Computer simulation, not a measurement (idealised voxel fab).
Process module heading - voxel self aligned contacts
Cross-section cut: width 175 nm, square cells of 5 nm.
Cross-sections here: square-cell grids, written as top-down lists of bands, a band being one or more rows of cells.
Top, bottom (nm), then materials left to right with widths (nm); lone material tagged "throughout" fills the whole band edge to edge; "blank" = empty space.
Below 0: as-received wafer, all one material; heights counted from there. Lowest band: no bottom, goes on down, written "from 0 down".
Graded width ("30..40"): value in top row of band = first number; value in bottom row = second number; row-to-row change constant.
"no change", as given for a step, is the statement that not any cell of the cross-section underwent a change during that step.
Listed in "Trapped voids": every empty space of 8 or more cells without an open way to the top. Form: width x height at distance, the distance being from the left edge, all in nm.
Heads up: the bit after the settings on a step's line is the simulator's remark on that step.
You can add "overlay nm" to a step's line. For a step with a mask, it describes how far the mask lay to the right of its planned position, and a negative number describes a lay to the left.
### plan
1,RECEIVE (material Si)
2,CONFORMAL_DEP (material SiO2; thk nm 5)
3,DIRECTIONAL_DEP (material polySi; thk nm 25)
4,DIRECTIONAL_DEP (material SiN; thk nm 15)
5,DIRECTIONAL_DEP (material aC; thk nm 10)
6,PATTERN (tone cover; mask id GATE; material resist; width nm 25; pitch nm 60; thk nm 25; overlay nm 0)
7,DIRECTIONAL_ETCH (etch materials aC; depth nm 10)
8,STRIP (etch materials resist)
9,DIRECTIONAL_ETCH (etch materials SiN; depth nm 15)
10,DIRECTIONAL_ETCH (etch materials polySi; depth nm 25)
11,STRIP (etch materials aC)
12,CONFORMAL_DEP (material SiN; thk nm 5)
13,DIRECTIONAL_ETCH (etch materials SiN; depth nm 5)
14,FILL_DEP (material SiO2; thk nm 15)
15,CMP (height nm 50)
16,MASKED_ETCH (tone open; mask id CONTACT; width nm 45; etch materials SiO2; depth nm 50; overlay nm 0)
17,CONFORMAL_DEP (material TiN; thk nm 5)
18,FILL_DEP (material W; thk nm 5)
19,CMP (height nm 50)
20,CONFORMAL_DEP (material SiCN; thk nm 5)
### This is the cross-section of the wafer as we received it, i.e. after step 1
* from 0 down | Si throughout
* Trapped voids: none
### Look at the cross-section after the module: the wafer started out the way shown above and the plan was the one shown above, yet one mistake was made along the way
* from 55 to 50 | SiCN throughout
* from 50 to 40 | SiO2=65, then TiN=5..15, then W=35..15, then TiN=5..15, then SiO2=65
* from 40 to 25 | SiO2=40, then SiN=35, then TiN=5, then W=15, then TiN=5, then SiN=35, then SiO2=40
* from 25 to 5 | SiO2=40, then SiN=5, then polySi=25, then SiN=5, then TiN=5, then W=15, then TiN=5, then SiN=5, then polySi=25, then SiN=5, then SiO2=40
* from 5 to 0 | SiO2=40, then SiN=5, then polySi=25, then SiN=5, then TiN=25, then SiN=5, then polySi=25, then SiN=5, then SiO2=40
* from 0 down | Si throughout
* Trapped voids: none
What was done differently from what was planned? step 2 of the plan: omitted, not performed
